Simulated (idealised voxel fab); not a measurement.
The following process module bears the name voxel ribs on slabs.
The width of the displayed cross-section, cut, is 270 nm; its cells are square, with a size of 5 nm.
Format of a cross-section: grid, square cells. Given as bands. Order: top down. Band: one or more rows of cells.
Look at the band entry: it leads with the top's height and the bottom's height in nm. Then it lists the materials left to right, with a width in nm for each. The word "all across" on a single material says that material fills the band edge to edge. The word "air" is empty space.
Ref level 0: as-received wafer is one material below here. Bottom band extends down with no lower bound ("0 down").
Per-row width for "30 to 40": begins at first number (top row of band), ends at second number (bottom row), increment between rows held constant.
A step reported as "nothing changed" is a step in which no cell of the cross-section changed.
"Non-vented voids" contains a list of empty spaces, each no smaller than 8 cells and without an open way to the top, written in the form width x height at distance with the distance from the left edge and all three in nm.
Past the settings on a step's line: simulator remark, on that step.
overlay nm: mask right of planned place by this much (step with mask). Neg. = left.
-- Process steps - plan
| 1 | RECEIVE (material Si) |
| 2 | DIRECTIONAL_DEP (material SiO2; thk nm 25) |
| 3 | DIRECTIONAL_DEP (material polySi; thk nm 15) |
| 4 | DIRECTIONAL_DEP (material aC; thk nm 15) |
| 5 | PATTERN (tone cover; mask id RIB; material resist; width nm 20; thk nm 30; overlay nm 0) |
| 6 | DIRECTIONAL_ETCH (etch materials aC; depth nm 15) |
| 7 | STRIP (etch materials resist) |
| 8 | DIRECTIONAL_ETCH (etch materials polySi; depth nm 10) |
| 9 | STRIP (etch materials aC) |
| 10 | MASKED_ETCH (tone cover; mask id SLAB; width nm 50; etch materials polySi; depth nm 5; overlay nm 0) |
| 11 | FILL_DEP (material SiO2; thk nm 25) |
| 12 | CMP (height nm 55) |
| 13 | DIRECTIONAL_DEP (material W; thk nm 5) |
| 14 | DIRECTIONAL_DEP (material aC; thk nm 10) |
| 15 | PATTERN (tone cover; mask id HEATER; material resist; width nm 30; thk nm 25; overlay nm 0) |
| 16 | DIRECTIONAL_ETCH (etch materials aC; depth nm 10) |
| 17 | STRIP (etch materials resist) |
| 18 | DIRECTIONAL_ETCH (etch materials W; depth nm 5) |
| 19 | STRIP (etch materials aC) |
| 20 | CONFORMAL_DEP (material SiN; thk nm 10) |
-- first wafer, as planned
-- As received (post step 1): cross-section
- 0 down = Si all across
- Non-vented voids: none
-- Sectional view: wafer, after step 2
- 25 to 0 = SiO2 all across
- Anything lower than 0 is untouched.
-- Sectional view: wafer, after step 3
- 40 to 25 = polySi all across
- Anything lower than 25 is untouched.
-- Sectional view: wafer, after step 4
- 55 to 40 = aC all across
- Anything lower than 40 is untouched.
-- Sectional view: wafer, after step 5
- 85 to 55 = air=125, then resist=20, then air=125
- Anything lower than 55 is untouched.
-- Sectional view: wafer, after step 6
- 70 to 55 = air=125, then resist=20, then air=125
- 55 to 40 = air=125, then aC=20, then air=125
- Anything lower than 40 is untouched.
-- Sectional view: wafer, after step 7
- 55 to 40 = air=125, then aC=20, then air=125
- Anything lower than 40 is untouched.
-- Sectional view: wafer, after step 8
- 55 to 40 = air=125, then aC=20, then air=125
- 40 to 30 = air=125, then polySi=20, then air=125
- Anything lower than 30 is untouched.
-- Sectional view: wafer, after step 9
- 40 to 30 = air=125, then polySi=20, then air=125
- Anything lower than 30 is untouched.
-- Sectional view: wafer, after step 10
- 40 to 30 = air=125, then polySi=20, then air=125
- 30 to 25 = air=110, then polySi=50, then air=110
- Anything lower than 25 is untouched.
-- Sectional view: wafer, after step 11
- 65 to 40 = SiO2 all across
- 40 to 30 = SiO2=125, then polySi=20, then SiO2=125
- 30 to 25 = SiO2=110, then polySi=50, then SiO2=110
- Anything lower than 25 is untouched.
-- Sectional view: wafer, after step 12
- 55 to 40 = SiO2 all across
- Anything lower than 40 is untouched.
-- Sectional view: wafer, after step 13
- 60 to 55 = W all across
- Anything lower than 55 is untouched.
-- Sectional view: wafer, after step 14
- 70 to 60 = aC all across
- Anything lower than 60 is untouched.
-- Sectional view: wafer, after step 15
- 95 to 70 = air=120, then resist=30, then air=120
- Anything lower than 70 is untouched.
-- Sectional view: wafer, after step 16
- 85 to 70 = air=120, then resist=30, then air=120
- 70 to 60 = air=120, then aC=30, then air=120
- Anything lower than 60 is untouched.
-- Sectional view: wafer, after step 17
- 70 to 60 = air=120, then aC=30, then air=120
- Anything lower than 60 is untouched.
-- Sectional view: wafer, after step 18
- 70 to 60 = air=120, then aC=30, then air=120
- 60 to 55 = air=120, then W=30, then air=120
- Anything lower than 55 is untouched.
-- Sectional view: wafer, after step 19
- 60 to 55 = air=120, then W=30, then air=120
- Anything lower than 55 is untouched.
-- Sectional view: wafer, after step 20
- 70 to 65 = air=110, then SiN=50, then air=110
- 65 to 60 = SiN all across
- 60 to 55 = SiN=120, then W=30, then SiN=120
- Anything lower than 55 is untouched.
-- Second wafer. Start and plan as for the first. One mistake made in running. Agrees with the first up to and including step 2
-- when step 3 should have ended
- 40 to 25 = aC all across
- Anything lower than 25 is untouched.
-- when step 4 should have ended
- 55 to 40 = polySi all across
- Anything lower than 40 is untouched.
-- when step 5 should have ended
- 85 to 55 = air=125, then resist=20, then air=125
- Anything lower than 55 is untouched.
-- when step 6 should have ended
- 70 to 55 = air=125, then resist=20, then air=125
- Anything lower than 55 is untouched.
-- when step 7 should have ended
- 55 to 40 = polySi all across
- Anything lower than 40 is untouched.
-- when step 8 should have ended
- 45 to 40 = polySi all across
- Anything lower than 40 is untouched.
when step 9 should have ended: nothing changed
-- when step 10 should have ended
- 45 to 40 = air=110, then polySi=50, then air=110
- Anything lower than 40 is untouched.
-- when step 11 should have ended
- 70 to 45 = SiO2 all across
- 45 to 40 = SiO2=110, then polySi=50, then SiO2=110
- Anything lower than 40 is untouched.
-- when step 12 should have ended
- 55 to 45 = SiO2 all across
- Anything lower than 45 is untouched.
-- when step 13 should have ended
- 60 to 55 = W all across
- Anything lower than 55 is untouched.
-- when step 14 should have ended
- 70 to 60 = aC all across
- Anything lower than 60 is untouched.
-- when step 15 should have ended
- 95 to 70 = air=120, then resist=30, then air=120
- Anything lower than 70 is untouched.
-- when step 16 should have ended
- 85 to 70 = air=120, then resist=30, then air=120
- 70 to 60 = air=120, then aC=30, then air=120
- Anything lower than 60 is untouched.
-- when step 17 should have ended
- 70 to 60 = air=120, then aC=30, then air=120
- Anything lower than 60 is untouched.
-- when step 18 should have ended
- 70 to 60 = air=120, then aC=30, then air=120
- 60 to 55 = air=120, then W=30, then air=120
- Anything lower than 55 is untouched.
-- when step 19 should have ended
- 60 to 55 = air=120, then W=30, then air=120
- Anything lower than 55 is untouched.
-- when step 20 should have ended
- 70 to 65 = air=110, then SiN=50, then air=110
- 65 to 60 = SiN all across
- 60 to 55 = SiN=120, then W=30, then SiN=120
- Anything lower than 55 is untouched.
Where did the run depart from the plan? steps 3 and 4 run out of order (swapped)
Final tally in cells, some materials are higher or lower on the second wafer than on the first: SiO2: 154 fewer; aC: 162 more; polySi: 8 fewer
